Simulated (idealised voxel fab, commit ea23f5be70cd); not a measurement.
The document below concerns the process module designated voxel self aligned contacts.
Cross-sectional view cut (width: 230 nm; square cell size: 5 nm).
In what follows, cross-sections appear as grids of square cells, described through bands that run from the top down, where every band is one or more rows of cells.
Read a band's entry like this: the first values are the height of its top and the height of its bottom in nm, and what follows is the sequence of materials from left to right, each with its width in nm. Note that "empty" is empty space, and that a single material marked "everywhere" reaches across the band from edge to edge.
Height reference: 0 = level under which incoming wafer is all one material. Lowest band: no bottom, runs on downward, e.g. "0 -> down".
A two-number width, for instance "30..40", indicates that the width is equal to the first number in the top row of the band and to the second number in the bottom row, and that it changes by a constant amount per row of cells.
For the purposes of this document, the phrase "left unchanged" attached to a step denotes that no cell within the cross-section was modified by that step.
The entry titled "Enclosed internal cavities" provides the empty spaces that have no open way to the top, restricted to those of 8 cells or more. Each is presented as width x height at distance, the distance being measured from the left edge, with all three in nm.
That trailing text on a step's line, after the settings, is the simulator's own remark on the step.
A step line may carry the setting "overlay nm", which, for steps involving a mask, states the distance by which the mask lay to the right of its intended position; negative values denote displacement to the left.
**The planned process steps are enumerated hereunder**
step 1: RECEIVE with material Si
step 2: CONFORMAL_DEP with material SiO2, thk nm 5
step 3: DIRECTIONAL_DEP with material polySi, thk nm 20
step 4: DIRECTIONAL_DEP with material SiN, thk nm 15
step 5: DIRECTIONAL_DEP with material aC, thk nm 15
step 6: PATTERN with tone cover, mask id GATE, material resist, width nm 30, pitch nm 55, thk nm 30, overlay nm 0
step 7: DIRECTIONAL_ETCH with etch materials aC, depth nm 15
step 8: STRIP with etch materials resist
step 9: DIRECTIONAL_ETCH with etch materials SiN, depth nm 15
step 10: DIRECTIONAL_ETCH with etch materials polySi, depth nm 20
step 11: STRIP with etch materials aC
step 12: CONFORMAL_DEP with material SiN, thk nm 5
step 13: DIRECTIONAL_ETCH with etch materials SiN, depth nm 5
step 14: FILL_DEP with material SiO2, thk nm 15
step 15: CMP with height nm 50
step 16: DIRECTIONAL_DEP with material aC, thk nm 15
step 17: PATTERN with tone open, mask id CONTACT, material resist, width nm 35, pitch nm 55, thk nm 35, overlay nm 0
step 18: DIRECTIONAL_ETCH with etch materials aC, depth nm 15
step 19: STRIP with etch materials resist
step 20: DIRECTIONAL_ETCH with etch materials SiO2, depth nm 50
step 21: STRIP with etch materials aC
step 22: CONFORMAL_DEP with material TiN, thk nm 5
step 23: FILL_DEP with material Ru, thk nm 5
step 24: CMP with height nm 50
step 25: CONFORMAL_DEP with material SiCN, thk nm 5
**Cross-sectional view of the wafer in its as-received condition, corresponding to the state after step 1**
> 0 -> down  Si everywhere
> Enclosed internal cavities: none
**The first of two wafers, cross-sectioned at the end of the module, with the run proceeding as planned**
> 55 -> 50  SiCN everywhere
> 50 -> 40  SiO2 70 / TiN 5..15 / Ru 25..5 / TiN 5..15 / SiO2 20 / TiN 5..15 / Ru 25..5 / TiN 5..15 / SiO2 70
> 40 -> 25  SiO2 40 / SiN 40 / TiN 5 / Ru 5 / TiN 5 / SiN 40 / TiN 5 / Ru 5 / TiN 5 / SiN 40 / SiO2 40
> 25 -> 5  SiO2 40 / SiN 5 / polySi 30 / SiN 5 / TiN 5 / Ru 5 / TiN 5 / SiN 5 / polySi 30 / SiN 5 / TiN 5 / Ru 5 / TiN 5 / SiN 5 / polySi 30 / SiN 5 / SiO2 40
> 5 -> 0  SiO2 80 / TiN 15 / SiO2 40 / TiN 15 / SiO2 80
> 0 -> down  Si everywhere
> Enclosed internal cavities: none
**Now the second wafer, cross-sectioned at the end of the module. Nothing different at the start, nothing different in the plan compared with the first, just one mistake when it was actually run**
> 55 -> 50  SiCN everywhere
> 50 -> 45  SiO2 70 / TiN 5 / Ru 25 / TiN 5 / SiO2 20 / TiN 5 / Ru 25 / TiN 5 / SiO2 70
> 45 -> 40  SiO2 70 / TiN 35 / SiO2 20 / TiN 35 / SiO2 70
> 40 -> 25  SiO2 35 / SiN 50 / TiN 5 / SiN 50 / TiN 5 / SiN 50 / SiO2 35
> 25 -> 5  SiO2 35 / SiN 5 / polySi 40 / SiN 5 / TiN 5 / SiN 5 / polySi 40 / SiN 5 / TiN 5 / SiN 5 / polySi 40 / SiN 5 / SiO2 35
> 5 -> 0  SiO2 85 / TiN 5 / SiO2 50 / TiN 5 / SiO2 85
> 0 -> down  Si everywhere
> Enclosed internal cavities: none
The mistake made against the process plan was this: step 6, actual vs plan mismatch, actual run PATTERN with tone cover, mask id GATE, material resist, width nm 40, pitch nm 55, thk nm 30, overlay nm 0
Final tally in cells, some materials are higher or lower on the second wafer than on the first: Ru -16, SiN +18, SiO2 -10, TiN -16, polySi +24
